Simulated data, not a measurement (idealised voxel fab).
Herein follows the process module entitled voxel trench capacitor.
In the cross-section labelled cut, the width is 200 nm and each square cell is 5 nm.
We lay out every cross-section as a grid of square cells and spell it out in bands from the top down, where one band means one or more rows of cells.
Band: top height; bottom height; in nm. Then, left to right: material with width in nm, for each material. "everywhere": a single material spanning edge to edge. "blank": empty space.
Height is counted from the level 0, under which the received wafer is composed throughout of one material. The lowest of the bands is not closed at the bottom but continues downward, in the notation "0 down".
You'd read "30 to 40" like this: the band's top row of cells is as wide as the first number, its bottom row is as wide as the second, and going down, every row changes width by the same amount as the row before did.
Take "identical to before" at face value: in the step it is given for, the cross-section changed in none of its cells.
In "Enclosed void inventory" the enclosed voids are listed, meaning empty spaces of 8 cells or larger without any opening to the top. The form is width x height at distance, distance from the left edge, units nm.
What comes after the settings on a step's line is commentary from the simulator itself on that step.
overlay nm: mask right of planned place by this much (step with mask). Neg. = left.
PLANNED STEP LIST FOR THE PROCESS
1. RECEIVE: material Si
2. CONFORMAL_DEP: material SiN, thk nm 10
3. DIRECTIONAL_DEP: material aC, thk nm 10
4. PATTERN: tone open, mask id TRENCH, material resist, width nm 25, pitch nm 45, thk nm 30, overlay nm 0
5. DIRECTIONAL_ETCH: etch materials aC, depth nm 10
6. STRIP: etch materials resist
7. DIRECTIONAL_ETCH: etch materials SiN, depth nm 10
8. DIRECTIONAL_ETCH: etch materials Si, depth nm 35
9. STRIP: etch materials aC
10. CONFORMAL_DEP: material SiO2, thk nm 5
11. FILL_DEP: material polySi, thk nm 10
12. CMP: height nm 10
ON THE FIRST OF THE TWO WAFERS: RUN CONDUCTED ACCORDING TO PLAN
AS-RECEIVED STATE OF THE WAFER IN CROSS-SECTION, EQUIVALENT TO POST-STEP 1
- 0 down | Si everywhere
- Enclosed void inventory: none
ONCE STEP 2 IS THROUGH, THE WAFER LOOKS LIKE THIS IN CROSS-SECTION
- 10 to 0 | SiN everywhere
- Below a height of 0, the structure has not been altered.
ONCE STEP 3 IS THROUGH, THE WAFER LOOKS LIKE THIS IN CROSS-SECTION
- 20 to 10 | aC everywhere
- Below a height of 10, the structure has not been altered.
ONCE STEP 4 IS THROUGH, THE WAFER LOOKS LIKE THIS IN CROSS-SECTION
- 50 to 20 | resist (20)  blank (25)  resist (20)  blank (25)  resist (20)  blank (25)  resist (20)  blank (25)  resist (20)
- Below a height of 20, the structure has not been altered.
ONCE STEP 5 IS THROUGH, THE WAFER LOOKS LIKE THIS IN CROSS-SECTION
- 40 to 20 | resist (20)  blank (25)  resist (20)  blank (25)  resist (20)  blank (25)  resist (20)  blank (25)  resist (20)
- 20 to 10 | aC (20)  blank (25)  aC (20)  blank (25)  aC (20)  blank (25)  aC (20)  blank (25)  aC (20)
- Below a height of 10, the structure has not been altered.
ONCE STEP 6 IS THROUGH, THE WAFER LOOKS LIKE THIS IN CROSS-SECTION
- 20 to 10 | aC (20)  blank (25)  aC (20)  blank (25)  aC (20)  blank (25)  aC (20)  blank (25)  aC (20)
- Below a height of 10, the structure has not been altered.
ONCE STEP 7 IS THROUGH, THE WAFER LOOKS LIKE THIS IN CROSS-SECTION
- 20 to 10 | aC (20)  blank (25)  aC (20)  blank (25)  aC (20)  blank (25)  aC (20)  blank (25)  aC (20)
- 10 to 0 | SiN (20)  blank (25)  SiN (20)  blank (25)  SiN (20)  blank (25)  SiN (20)  blank (25)  SiN (20)
- Below a height of 0, the structure has not been altered.
ONCE STEP 8 IS THROUGH, THE WAFER LOOKS LIKE THIS IN CROSS-SECTION
- 20 to 10 | aC (20)  blank (25)  aC (20)  blank (25)  aC (20)  blank (25)  aC (20)  blank (25)  aC (20)
- 10 to 0 | SiN (20)  blank (25)  SiN (20)  blank (25)  SiN (20)  blank (25)  SiN (20)  blank (25)  SiN (20)
- 0 to -35 | Si (20)  blank (25)  Si (20)  blank (25)  Si (20)  blank (25)  Si (20)  blank (25)  Si (20)
- Below a height of -35, the structure has not been altered.
ONCE STEP 9 IS THROUGH, THE WAFER LOOKS LIKE THIS IN CROSS-SECTION
- 10 to 0 | SiN (20)  blank (25)  SiN (20)  blank (25)  SiN (20)  blank (25)  SiN (20)  blank (25)  SiN (20)
- Below a height of 0, the structure has not been altered.
ONCE STEP 10 IS THROUGH, THE WAFER LOOKS LIKE THIS IN CROSS-SECTION
- 15 to 10 | SiO2 (25)  blank (15)  SiO2 (30)  blank (15)  SiO2 (30)  blank (15)  SiO2 (30)  blank (15)  SiO2 (25)
- 10 to 0 | SiN (20)  SiO2 (5)  blank (15)  SiO2 (5)  SiN (20)  SiO2 (5)  blank (15)  SiO2 (5)  SiN (20)  SiO2 (5)  blank (15)  SiO2 (5)  SiN (20)  SiO2 (5)  blank (15)  SiO2 (5)  SiN (20)
- 0 to -30 | Si (20)  SiO2 (5)  blank (15)  SiO2 (5)  Si (20)  SiO2 (5)  blank (15)  SiO2 (5)  Si (20)  SiO2 (5)  blank (15)  SiO2 (5)  Si (20)  SiO2 (5)  blank (15)  SiO2 (5)  Si (20)
- -30 to -35 | Si (20)  SiO2 (25)  Si (20)  SiO2 (25)  Si (20)  SiO2 (25)  Si (20)  SiO2 (25)  Si (20)
- Below a height of -35, the structure has not been altered.
ONCE STEP 11 IS THROUGH, THE WAFER LOOKS LIKE THIS IN CROSS-SECTION
- 25 to 15 | polySi everywhere
- 15 to 10 | SiO2 (25)  polySi (15)  SiO2 (30)  polySi (15)  SiO2 (30)  polySi (15)  SiO2 (30)  polySi (15)  SiO2 (25)
- 10 to 0 | SiN (20)  SiO2 (5)  polySi (15)  SiO2 (5)  SiN (20)  SiO2 (5)  polySi (15)  SiO2 (5)  SiN (20)  SiO2 (5)  polySi (15)  SiO2 (5)  SiN (20)  SiO2 (5)  polySi (15)  SiO2 (5)  SiN (20)
- 0 to -30 | Si (20)  SiO2 (5)  polySi (15)  SiO2 (5)  Si (20)  SiO2 (5)  polySi (15)  SiO2 (5)  Si (20)  SiO2 (5)  polySi (15)  SiO2 (5)  Si (20)  SiO2 (5)  polySi (15)  SiO2 (5)  Si (20)
- Below a height of -30, the structure has not been altered.
ONCE STEP 12 IS THROUGH, THE WAFER LOOKS LIKE THIS IN CROSS-SECTION
- 10 to 0 | SiN (20)  SiO2 (5)  polySi (15)  SiO2 (5)  SiN (20)  SiO2 (5)  polySi (15)  SiO2 (5)  SiN (20)  SiO2 (5)  polySi (15)  SiO2 (5)  SiN (20)  SiO2 (5)  polySi (15)  SiO2 (5)  SiN (20)
- Below a height of 0, the structure has not been altered.
OKAY, SECOND WAFER. NOTHING DIFFERENT AT THE START, NOTHING DIFFERENT IN THE PLAN, JUST ONE MISTAKE SOMEWHERE IN THE RUNNING. AS FAR AS STEP 3, COUNTING THAT STEP, IT'S THE FIRST WAFER ALL OVER AGAIN
CROSS-SECTIONAL REPRESENTATION OF THE SECOND WAFER AT THE TIME DESIGNATED IN THE PLAN FOR THE COMPLETION OF STEP 4
- 50 to 20 | resist (20)  blank (30)  resist (15)  blank (30)  resist (15)  blank (30)  resist (15)  blank (30)  resist (15)
- Below a height of 20, the structure has not been altered.
CROSS-SECTIONAL REPRESENTATION OF THE SECOND WAFER AT THE TIME DESIGNATED IN THE PLAN FOR THE COMPLETION OF STEP 5
- 40 to 20 | resist (20)  blank (30)  resist (15)  blank (30)  resist (15)  blank (30)  resist (15)  blank (30)  resist (15)
- 20 to 10 | aC (20)  blank (30)  aC (15)  blank (30)  aC (15)  blank (30)  aC (15)  blank (30)  aC (15)
- Below a height of 10, the structure has not been altered.
CROSS-SECTIONAL REPRESENTATION OF THE SECOND WAFER AT THE TIME DESIGNATED IN THE PLAN FOR THE COMPLETION OF STEP 6
- 20 to 10 | aC (20)  blank (30)  aC (15)  blank (30)  aC (15)  blank (30)  aC (15)  blank (30)  aC (15)
- Below a height of 10, the structure has not been altered.
CROSS-SECTIONAL REPRESENTATION OF THE SECOND WAFER AT THE TIME DESIGNATED IN THE PLAN FOR THE COMPLETION OF STEP 7
- 20 to 10 | aC (20)  blank (30)  aC (15)  blank (30)  aC (15)  blank (30)  aC (15)  blank (30)  aC (15)
- 10 to 0 | SiN (20)  blank (30)  SiN (15)  blank (30)  SiN (15)  blank (30)  SiN (15)  blank (30)  SiN (15)
- Below a height of 0, the structure has not been altered.
CROSS-SECTIONAL REPRESENTATION OF THE SECOND WAFER AT THE TIME DESIGNATED IN THE PLAN FOR THE COMPLETION OF STEP 8
- 20 to 10 | aC (20)  blank (30)  aC (15)  blank (30)  aC (15)  blank (30)  aC (15)  blank (30)  aC (15)
- 10 to 0 | SiN (20)  blank (30)  SiN (15)  blank (30)  SiN (15)  blank (30)  SiN (15)  blank (30)  SiN (15)
- 0 to -35 | Si (20)  blank (30)  Si (15)  blank (30)  Si (15)  blank (30)  Si (15)  blank (30)  Si (15)
- Below a height of -35, the structure has not been altered.
CROSS-SECTIONAL REPRESENTATION OF THE SECOND WAFER AT THE TIME DESIGNATED IN THE PLAN FOR THE COMPLETION OF STEP 9
- 10 to 0 | SiN (20)  blank (30)  SiN (15)  blank (30)  SiN (15)  blank (30)  SiN (15)  blank (30)  SiN (15)
- Below a height of 0, the structure has not been altered.
CROSS-SECTIONAL REPRESENTATION OF THE SECOND WAFER AT THE TIME DESIGNATED IN THE PLAN FOR THE COMPLETION OF STEP 10
- 15 to 10 | SiO2 (25)  blank (20)  SiO2 (25)  blank (20)  SiO2 (25)  blank (20)  SiO2 (25)  blank (20)  SiO2 (20)
- 10 to 0 | SiN (20)  SiO2 (5)  blank (20)  SiO2 (5)  SiN (15)  SiO2 (5)  blank (20)  SiO2 (5)  SiN (15)  SiO2 (5)  blank (20)  SiO2 (5)  SiN (15)  SiO2 (5)  blank (20)  SiO2 (5)  SiN (15)
- 0 to -30 | Si (20)  SiO2 (5)  blank (20)  SiO2 (5)  Si (15)  SiO2 (5)  blank (20)  SiO2 (5)  Si (15)  SiO2 (5)  blank (20)  SiO2 (5)  Si (15)  SiO2 (5)  blank (20)  SiO2 (5)  Si (15)
- -30 to -35 | Si (20)  SiO2 (30)  Si (15)  SiO2 (30)  Si (15)  SiO2 (30)  Si (15)  SiO2 (30)  Si (15)
- Below a height of -35, the structure has not been altered.
CROSS-SECTIONAL REPRESENTATION OF THE SECOND WAFER AT THE TIME DESIGNATED IN THE PLAN FOR THE COMPLETION OF STEP 11
- 25 to 15 | polySi everywhere
- 15 to 10 | SiO2 (25)  polySi (20)  SiO2 (25)  polySi (20)  SiO2 (25)  polySi (20)  SiO2 (25)  polySi (20)  SiO2 (20)
- 10 to 0 | SiN (20)  SiO2 (5)  polySi (20)  SiO2 (5)  SiN (15)  SiO2 (5)  polySi (20)  SiO2 (5)  SiN (15)  SiO2 (5)  polySi (20)  SiO2 (5)  SiN (15)  SiO2 (5)  polySi (20)  SiO2 (5)  SiN (15)
- 0 to -30 | Si (20)  SiO2 (5)  polySi (20)  SiO2 (5)  Si (15)  SiO2 (5)  polySi (20)  SiO2 (5)  Si (15)  SiO2 (5)  polySi (20)  SiO2 (5)  Si (15)  SiO2 (5)  polySi (20)  SiO2 (5)  Si (15)
- Below a height of -30, the structure has not been altered.
CROSS-SECTIONAL REPRESENTATION OF THE SECOND WAFER AT THE TIME DESIGNATED IN THE PLAN FOR THE COMPLETION OF STEP 12
- 10 to 0 | SiN (20)  SiO2 (5)  polySi (20)  SiO2 (5)  SiN (15)  SiO2 (5)  polySi (20)  SiO2 (5)  SiN (15)  SiO2 (5)  polySi (20)  SiO2 (5)  SiN (15)  SiO2 (5)  polySi (20)  SiO2 (5)  SiN (15)
- Below a height of 0, the structure has not been altered.
Diagnosis: step 4: run off-plan, actual operation and settings PATTERN: tone open, mask id TRENCH, material resist, width nm 30, pitch nm 45, thk nm 30, overlay nm 0
End check, counted in cells, second wafer has more or fewer of these materials than the first: Si -28 | SiN -8 | SiO2 +4 | polySi +32
